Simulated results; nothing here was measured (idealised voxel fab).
Documented hereafter: the process module known as voxel ribs on slabs.
For reference, the cross-section in this document is cut, with width 285 nm and square cells of 5 nm.
Notation: cross-section as square-cell grid; stated in bands, top first, going down; one or more cell rows per band.
Per band: top height and bottom height in nm, followed by the left-to-right materials and their widths in nm; "full width" marks a single material spanning edge to edge, "air" marks empty space.
We count height from 0. Below that, the starting wafer is all one material. The lowest band never ends at the bottom but goes on down; see "0 and below" for how that is written.
Per-row width for "30->40": begins at first number (top row of band), ends at second number (bottom row), increment between rows held constant.
When a step is marked "identical to before", none of the cells in the cross-section changed during that step.
The list in "Listed closed voids" covers empty spaces of 8 cells or more that cannot reach the top through any open way, and it gives each as width x height at distance; the distance is from the left edge, and width, height and distance are in nm.
Read whatever lies past the settings on a step's line as the simulator's own remark about the step.
When a step includes a mask, the "overlay nm" setting on its line states how far to the right of its planned place that mask lay, and negative values state how far to the left.
[Listed below are the process steps as planned]
step 1: RECEIVE, material Si
step 2: DIRECTIONAL_DEP, material SiO2, thk nm 25
step 3: DIRECTIONAL_DEP, material SiN, thk nm 20
step 4: DIRECTIONAL_DEP, material aC, thk nm 10
step 5: PATTERN, tone cover, mask id RIB, material resist, width nm 25, thk nm 25, overlay nm 0
step 6: DIRECTIONAL_ETCH, etch materials aC, depth nm 10
step 7: STRIP, etch materials resist
step 8: DIRECTIONAL_ETCH, etch materials SiN, depth nm 5
step 9: STRIP, etch materials aC
step 10: DIRECTIONAL_DEP, material aC, thk nm 10
step 11: PATTERN, tone cover, mask id SLAB, material resist, width nm 55, thk nm 30, overlay nm 0
step 12: DIRECTIONAL_ETCH, etch materials aC, depth nm 10
step 13: STRIP, etch materials resist
step 14: DIRECTIONAL_ETCH, etch materials SiN, depth nm 15
step 15: STRIP, etch materials aC
step 16: FILL_DEP, material SiO2, thk nm 15
step 17: CMP, height nm 55
step 18: DIRECTIONAL_DEP, material W, thk nm 5
step 19: PATTERN, tone cover, mask id HEATER, material resist, width nm 35, thk nm 20, overlay nm 0
step 20: DIRECTIONAL_ETCH, etch materials W, depth nm 5
step 21: STRIP, etch materials resist
step 22: CONFORMAL_DEP, material SiO2, thk nm 5
[Cross-section of the wafer as it came to us, i.e., already through step 1]
  0 and below = Si full width
  Listed closed voids: none
[Figure: cross-sectional view of the wafer upon completion of the module, processed from the initial state and according to the plan depicted above, with one error introduced during execution]
  65 down to 60 = air 120 nm | SiO2 45 nm | air 120 nm
  60 down to 55 = SiO2 125 nm | W 35 nm | SiO2 125 nm
  55 down to 20 = SiO2 full width
  20 down to 0 = SiN full width
  0 and below = Si full width
  Listed closed voids: none
Diagnosis: deviation from plan: step 3 and step 2 executed in one another's positions
